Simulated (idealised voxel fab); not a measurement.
process module | voxel self aligned vias
cross-section cut | 165 nm wide | cells 5 nm
A cross-section is a grid of square cells, given in bands from the top down. A band is one or more rows of cells.
Each band's line starts with the height of the band's top and of its bottom, in nm. Then come its materials from left to right, each with its width in nm. One material with "throughout" fills the band from edge to edge. "air" is empty space.
Height 0 is the level under which the wafer as received is all one material. The lowest band goes on downwards, as in "0 down".
A width such as "30 to 40" changes by the same amount from each row of cells to the next, from the band's top row to its bottom row.
"no change" after a step means that no cell of the cross-section changed.
closed voids: empty space of 8 cells or more with no open way to the top, each as width x height at its distance from the left edge, in nm
after a step's settings: what the simulator itself notes on the step
overlay nm, on a step with a mask: how far to the right of its planned place the mask lay; to the left if negative
plan
1 op RECEIVE | material Si
2 op CONFORMAL_DEP | material SiO2 | thk nm 10
3 op CONFORMAL_DEP | material SiCN | thk nm 5
4 op DIRECTIONAL_DEP | material lowk | thk nm 25
5 op PATTERN | tone open | mask id LINES | material resist | width nm 20 | pitch nm 70 | thk nm 15 | overlay nm 0
6 op DIRECTIONAL_ETCH | etch materials lowk | depth nm 25
7 op STRIP | etch materials resist
8 op CONFORMAL_DEP | material TiN | thk nm 5
9 op FILL_DEP | material Ru | thk nm 10
10 op CMP | height nm 40
11 op SELECTIVE_ETCH | etch materials W Ru TiN | depth nm 10
12 op FILL_DEP | material SiN | thk nm 10
13 op CMP | height nm 40
14 op DIRECTIONAL_DEP | material lowk | thk nm 20
15 op MASKED_ETCH | tone open | mask id VIAS | width nm 40 | etch materials lowk | depth nm 20 | overlay nm 0
16 op MASKED_ETCH | tone open | mask id VIAS | width nm 40 | etch materials SiN | depth nm 10 | overlay nm 0
17 op CONFORMAL_DEP | material TiN | thk nm 5
18 op FILL_DEP | material Ru | thk nm 5
19 op CMP | height nm 60
20 op CONFORMAL_DEP | material SiCN | thk nm 5
as received, after step 1
  0 down: Si throughout
  closed voids: none
first wafer at the end, as planned
  65 to 60: SiCN throughout
  60 to 45: lowk 25 | TiN 5 | Ru 30 | TiN 5 | lowk 100
  45 to 40: lowk 25 | TiN 15 | Ru 10 | TiN 15 | lowk 100
  40 to 35: lowk 35 | TiN 5 | Ru 10 | TiN 5 | lowk 50 | SiN 20 | lowk 40
  35 to 30: lowk 35 | TiN 20 | lowk 50 | SiN 20 | lowk 40
  30 to 20: lowk 35 | TiN 5 | Ru 10 | TiN 5 | lowk 50 | TiN 5 | Ru 10 | TiN 5 | lowk 40
  20 to 15: lowk 35 | TiN 20 | lowk 50 | TiN 20 | lowk 40
  15 to 10: SiCN throughout
  10 to 0: SiO2 throughout
  0 down: Si throughout
  closed voids: none
second wafer at the end: like start, like plan, one mistake
  65 to 60: SiCN throughout
  60 to 45: lowk 25 | TiN 5 | Ru 30 | TiN 5 | lowk 100
  45 to 40: lowk 25 | TiN 40 | lowk 100
  40 to 30: lowk 35 | SiO2 20 | lowk 50 | SiO2 20 | lowk 40
  30 to 20: lowk 35 | TiN 5 | Ru 10 | TiN 5 | lowk 50 | TiN 5 | Ru 10 | TiN 5 | lowk 40
  20 to 15: lowk 35 | TiN 20 | lowk 50 | TiN 20 | lowk 40
  15 to 10: SiCN throughout
  10 to 0: SiO2 throughout
  0 down: Si throughout
  closed voids: none
what went wrong: step 12 ran as: op FILL_DEP | material SiO2 | thk nm 10
at the end the second wafer has, in cells: 4 fewer of Ru | 8 fewer of SiN | 16 more of SiO2 | 4 fewer of TiN
